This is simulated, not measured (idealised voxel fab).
You're looking at the process module voxel plated lines.
For reference, the cross-section in this document is cut, with width 215 nm and square cells of 5 nm.
The cross-sections in this document take the form of a grid made of square cells. They are written out as bands, in order from top to bottom. Each band consists of one or more rows of cells.
Band: top and bottom heights (nm) first, top before bottom; then materials from left to right, widths in nm. "edge to edge" marks a sole material filling the band edge to edge. "blank" denotes empty space.
It should be noted that heights are counted from 0, beneath which the wafer as supplied is of one material throughout, and that the lowest band possesses no lower boundary but continues downward, as written in "from 0 down".
You'd read "30->40" like this: the band's top row of cells is as wide as the first number, its bottom row is as wide as the second, and going down, every row changes width by the same amount as the row before did.
The designation "nothing changed", where it is given for a processing step, indicates that no cell of the cross-section was altered in the course of that step.
Closed empty spaces (no open way to the top) of 8 cells or more are what "Encapsulated voids" lists, each as width x height at distance from the left edge, nm for all three.
Past the settings on a step's line: simulator remark, on that step.
overlay nm: how far to the right of its planned place the mask lay on this masked step (negative: to the left).
## Intended process steps
step 1: RECEIVE (material Si)
step 2: CONFORMAL_DEP (material SiO2; thk nm 5)
step 3: DIRECTIONAL_DEP (material TiN; thk nm 5)
step 4: PATTERN (tone open; mask id LINES; material resist; width nm 30; pitch nm 60; thk nm 35; overlay nm 0)
step 5: EPI (material Ru; thk nm 10)
step 6: EPI (material Ru; thk nm 5)
step 7: EPI (material Ru; thk nm 10)
step 8: STRIP (etch materials resist)
step 9: DIRECTIONAL_ETCH (etch materials TiN; depth nm 5)
step 10: CONFORMAL_DEP (material SiCN; thk nm 5)
## First of two wafers, processed according to plan
## Incoming wafer, cross-sectional view, post step 1
    from 0 down: Si edge to edge
    Encapsulated voids: none
## Once step 2 is through, the wafer looks like this in cross-section
    from 5 to 0: SiO2 edge to edge
    Heights below 0 show no change.
## Once step 3 is through, the wafer looks like this in cross-section
    from 10 to 5: TiN edge to edge
    Heights below 5 show no change.
## Once step 4 is through, the wafer looks like this in cross-section
    from 45 to 10: 60 nm resist | 30 nm blank | 30 nm resist | 30 nm blank | 65 nm resist
    Heights below 10 show no change.
## Once step 5 is through, the wafer looks like this in cross-section
    from 45 to 20: 60 nm resist | 30 nm blank | 30 nm resist | 30 nm blank | 65 nm resist
    from 20 to 10: 60 nm resist | 30 nm Ru | 30 nm resist | 30 nm Ru | 65 nm resist
    Heights below 10 show no change.
## Once step 6 is through, the wafer looks like this in cross-section
    from 45 to 25: 60 nm resist | 30 nm blank | 30 nm resist | 30 nm blank | 65 nm resist
    from 25 to 10: 60 nm resist | 30 nm Ru | 30 nm resist | 30 nm Ru | 65 nm resist
    Heights below 10 show no change.
## Once step 7 is through, the wafer looks like this in cross-section
    from 45 to 35: 60 nm resist | 30 nm blank | 30 nm resist | 30 nm blank | 65 nm resist
    from 35 to 10: 60 nm resist | 30 nm Ru | 30 nm resist | 30 nm Ru | 65 nm resist
    Heights below 10 show no change.
## Once step 8 is through, the wafer looks like this in cross-section
    from 35 to 10: 60 nm blank | 30 nm Ru | 30 nm blank | 30 nm Ru | 65 nm blank
    Heights below 10 show no change.
## Once step 9 is through, the wafer looks like this in cross-section
    from 35 to 10: 60 nm blank | 30 nm Ru | 30 nm blank | 30 nm Ru | 65 nm blank
    from 10 to 5: 60 nm blank | 30 nm TiN | 30 nm blank | 30 nm TiN | 65 nm blank
    Heights below 5 show no change.
## Once step 10 is through, the wafer looks like this in cross-section
    from 40 to 35: 55 nm blank | 40 nm SiCN | 20 nm blank | 40 nm SiCN | 60 nm blank
    from 35 to 10: 55 nm blank | 5 nm SiCN | 30 nm Ru | 5 nm SiCN | 20 nm blank | 5 nm SiCN | 30 nm Ru | 5 nm SiCN | 60 nm blank
    from 10 to 5: 60 nm SiCN | 30 nm TiN | 30 nm SiCN | 30 nm TiN | 65 nm SiCN
    Heights below 5 show no change.
## Companion wafer, the second of two: same beginning, same intended sequence, one mistake in carrying it out; through step 6 inclusive it tracks the first exactly
## Cross-section of the second wafer at the time by which step 7 should have been completed according to the plan
    from 25 to 10: 60 nm blank | 30 nm Ru | 30 nm blank | 30 nm Ru | 65 nm blank
    Heights below 10 show no change.
## Cross-section of the second wafer at the time by which step 8 should have been completed according to the plan
    from 35 to 20: 50 nm blank | 50 nm Ru | 10 nm blank | 50 nm Ru | 55 nm blank
    from 20 to 10: Ru edge to edge
    Heights below 10 show no change.
Cross-section of the second wafer at the time by which step 9 should have been completed according to the plan: nothing changed
## Cross-section of the second wafer at the time by which step 10 should have been completed according to the plan
    from 40 to 35: 45 nm blank | 120 nm SiCN | 50 nm blank
    from 35 to 25: 45 nm blank | 5 nm SiCN | 50 nm Ru | 10 nm SiCN | 50 nm Ru | 5 nm SiCN | 50 nm blank
    from 25 to 20: 50 nm SiCN | 50 nm Ru | 10 nm SiCN | 50 nm Ru | 55 nm SiCN
    Heights below 20 show no change.
What was done differently from what was planned? mixed up steps 7 and 8 - ran each in the other's place
Looking at both finished wafers in cells, the second ends up ahead of or behind the first on some materials: Ru +86 | SiCN -12 | TiN +31
